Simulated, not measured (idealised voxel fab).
process module | voxel self aligned contacts
cross-section cut | 205 nm wide | cells 5 nm
A cross-section is a grid of square cells, given in bands from the top down. A band is one or more rows of cells.
Each band's line starts with the height of the band's top and of its bottom, in nm. Then come its materials from left to right, each with its width in nm. One material with "throughout" fills the band from edge to edge. "air" is empty space.
Height 0 is the level under which the wafer as received is all one material. The lowest band goes on downwards, as in "0 down".
A width such as "30 to 40" changes by the same amount from each row of cells to the next, from the band's top row to its bottom row.
"no change" after a step means that no cell of the cross-section changed.
closed voids: empty space of 8 cells or more with no open way to the top, each as width x height at its distance from the left edge, in nm
after a step's settings: what the simulator itself notes on the step
overlay nm, on a step with a mask: how far to the right of its planned place the mask lay; to the left if negative
plan
1 op RECEIVE | material Si
2 op CONFORMAL_DEP | material SiO2 | thk nm 5
3 op DIRECTIONAL_DEP | material polySi | thk nm 25
4 op DIRECTIONAL_DEP | material SiN | thk nm 20
5 op MASKED_ETCH | tone cover | mask id GATE | width nm 25 | pitch nm 60 | etch materials SiN | depth nm 20 | overlay nm 0
6 op MASKED_ETCH | tone cover | mask id GATE | width nm 25 | pitch nm 60 | etch materials polySi | depth nm 25 | overlay nm 0
7 op CONFORMAL_DEP | material SiN | thk nm 10
8 op DIRECTIONAL_ETCH | etch materials SiN | depth nm 10
9 op FILL_DEP | material SiO2 | thk nm 10
10 op CMP | height nm 55
11 op DIRECTIONAL_DEP | material aC | thk nm 10
12 op PATTERN | tone open | mask id CONTACT | material resist | width nm 45 | pitch nm 60 | thk nm 30 | overlay nm 0
13 op DIRECTIONAL_ETCH | etch materials aC | depth nm 10
14 op STRIP | etch materials resist
15 op DIRECTIONAL_ETCH | etch materials SiO2 | depth nm 55
16 op STRIP | etch materials aC
17 op CONFORMAL_DEP | material TiN | thk nm 5
18 op FILL_DEP | material Ru | thk nm 5
19 op CMP | height nm 55
20 op CONFORMAL_DEP | material SiN | thk nm 5
first wafer, as planned
as received, after step 1
  0 down: Si throughout
  closed voids: none
after step 2
  5 to 0: SiO2 throughout
  below 0: unchanged
after step 3
  30 to 5: polySi throughout
  below 5: unchanged
after step 4
  50 to 30: SiN throughout
  below 30: unchanged
after step 5
  50 to 30: air 30 | SiN 25 | air 35 | SiN 25 | air 35 | SiN 25 | air 30
  below 30: unchanged
after step 6
  50 to 30: air 30 | SiN 25 | air 35 | SiN 25 | air 35 | SiN 25 | air 30
  30 to 5: air 30 | polySi 25 | air 35 | polySi 25 | air 35 | polySi 25 | air 30
  below 5: unchanged
after step 7
  60 to 30: air 20 | SiN 45 | air 15 | SiN 45 | air 15 | SiN 45 | air 20
  30 to 15: air 20 | SiN 10 | polySi 25 | SiN 10 | air 15 | SiN 10 | polySi 25 | SiN 10 | air 15 | SiN 10 | polySi 25 | SiN 10 | air 20
  15 to 5: SiN 30 | polySi 25 | SiN 35 | polySi 25 | SiN 35 | polySi 25 | SiN 30
  below 5: unchanged
after step 8
  50 to 30: air 20 | SiN 45 | air 15 | SiN 45 | air 15 | SiN 45 | air 20
  30 to 5: air 20 | SiN 10 | polySi 25 | SiN 10 | air 15 | SiN 10 | polySi 25 | SiN 10 | air 15 | SiN 10 | polySi 25 | SiN 10 | air 20
  below 5: unchanged
after step 9
  60 to 50: SiO2 throughout
  50 to 30: SiO2 20 | SiN 45 | SiO2 15 | SiN 45 | SiO2 15 | SiN 45 | SiO2 20
  30 to 5: SiO2 20 | SiN 10 | polySi 25 | SiN 10 | SiO2 15 | SiN 10 | polySi 25 | SiN 10 | SiO2 15 | SiN 10 | polySi 25 | SiN 10 | SiO2 20
  below 5: unchanged
after step 10
  55 to 50: SiO2 throughout
  below 50: unchanged
after step 11
  65 to 55: aC throughout
  below 55: unchanged
after step 12
  95 to 65: resist 50 | air 45 | resist 15 | air 45 | resist 50
  below 65: unchanged
after step 13
  85 to 65: resist 50 | air 45 | resist 15 | air 45 | resist 50
  65 to 55: aC 50 | air 45 | aC 15 | air 45 | aC 50
  below 55: unchanged
after step 14
  65 to 55: aC 50 | air 45 | aC 15 | air 45 | aC 50
  below 55: unchanged
after step 15
  65 to 55: aC 50 | air 45 | aC 15 | air 45 | aC 50
  55 to 50: SiO2 50 | air 45 | SiO2 15 | air 45 | SiO2 50
  50 to 30: SiO2 20 | SiN 45 | air 15 | SiN 45 | air 15 | SiN 45 | SiO2 20
  30 to 5: SiO2 20 | SiN 10 | polySi 25 | SiN 10 | air 15 | SiN 10 | polySi 25 | SiN 10 | air 15 | SiN 10 | polySi 25 | SiN 10 | SiO2 20
  5 to 0: SiO2 65 | air 15 | SiO2 45 | air 15 | SiO2 65
  below 0: unchanged
after step 16
  55 to 50: SiO2 50 | air 45 | SiO2 15 | air 45 | SiO2 50
  below 50: unchanged
after step 17
  60 to 55: TiN 55 | air 35 | TiN 25 | air 35 | TiN 55
  55 to 50: SiO2 50 | TiN 20 | air 5 | TiN 20 | SiO2 15 | TiN 20 | air 5 | TiN 20 | SiO2 50
  50 to 30: SiO2 20 | SiN 45 | TiN 5 | air 5 | TiN 5 | SiN 45 | TiN 5 | air 5 | TiN 5 | SiN 45 | SiO2 20
  30 to 5: SiO2 20 | SiN 10 | polySi 25 | SiN 10 | TiN 5 | air 5 | TiN 5 | SiN 10 | polySi 25 | SiN 10 | TiN 5 | air 5 | TiN 5 | SiN 10 | polySi 25 | SiN 10 | SiO2 20
  5 to 0: SiO2 65 | TiN 15 | SiO2 45 | TiN 15 | SiO2 65
  below 0: unchanged
after step 18
  65 to 60: Ru throughout
  60 to 55: TiN 55 | Ru 35 | TiN 25 | Ru 35 | TiN 55
  55 to 50: SiO2 50 | TiN 20 | Ru 5 | TiN 20 | SiO2 15 | TiN 20 | Ru 5 | TiN 20 | SiO2 50
  50 to 30: SiO2 20 | SiN 45 | TiN 5 | Ru 5 | TiN 5 | SiN 45 | TiN 5 | Ru 5 | TiN 5 | SiN 45 | SiO2 20
  30 to 5: SiO2 20 | SiN 10 | polySi 25 | SiN 10 | TiN 5 | Ru 5 | TiN 5 | SiN 10 | polySi 25 | SiN 10 | TiN 5 | Ru 5 | TiN 5 | SiN 10 | polySi 25 | SiN 10 | SiO2 20
  below 5: unchanged
after step 19
  55 to 50: SiO2 50 | TiN 20 | Ru 5 | TiN 20 | SiO2 15 | TiN 20 | Ru 5 | TiN 20 | SiO2 50
  below 50: unchanged
after step 20
  60 to 55: SiN throughout
  below 55: unchanged
second wafer: like start, like plan, one mistake. Through step 17 it matches the first wafer
when step 18 should have ended
  65 to 60: aC throughout
  60 to 55: TiN 55 | aC 35 | TiN 25 | aC 35 | TiN 55
  55 to 50: SiO2 50 | TiN 20 | aC 5 | TiN 20 | SiO2 15 | TiN 20 | aC 5 | TiN 20 | SiO2 50
  50 to 30: SiO2 20 | SiN 45 | TiN 5 | aC 5 | TiN 5 | SiN 45 | TiN 5 | aC 5 | TiN 5 | SiN 45 | SiO2 20
  30 to 5: SiO2 20 | SiN 10 | polySi 25 | SiN 10 | TiN 5 | aC 5 | TiN 5 | SiN 10 | polySi 25 | SiN 10 | TiN 5 | aC 5 | TiN 5 | SiN 10 | polySi 25 | SiN 10 | SiO2 20
  below 5: unchanged
when step 19 should have ended
  55 to 50: SiO2 50 | TiN 20 | aC 5 | TiN 20 | SiO2 15 | TiN 20 | aC 5 | TiN 20 | SiO2 50
  below 50: unchanged
when step 20 should have ended
  60 to 55: SiN throughout
  below 55: unchanged
what went wrong: step 18 ran as: op FILL_DEP | material aC | thk nm 5
at the end the second wafer has, in cells: 20 fewer of Ru | 20 more of aC
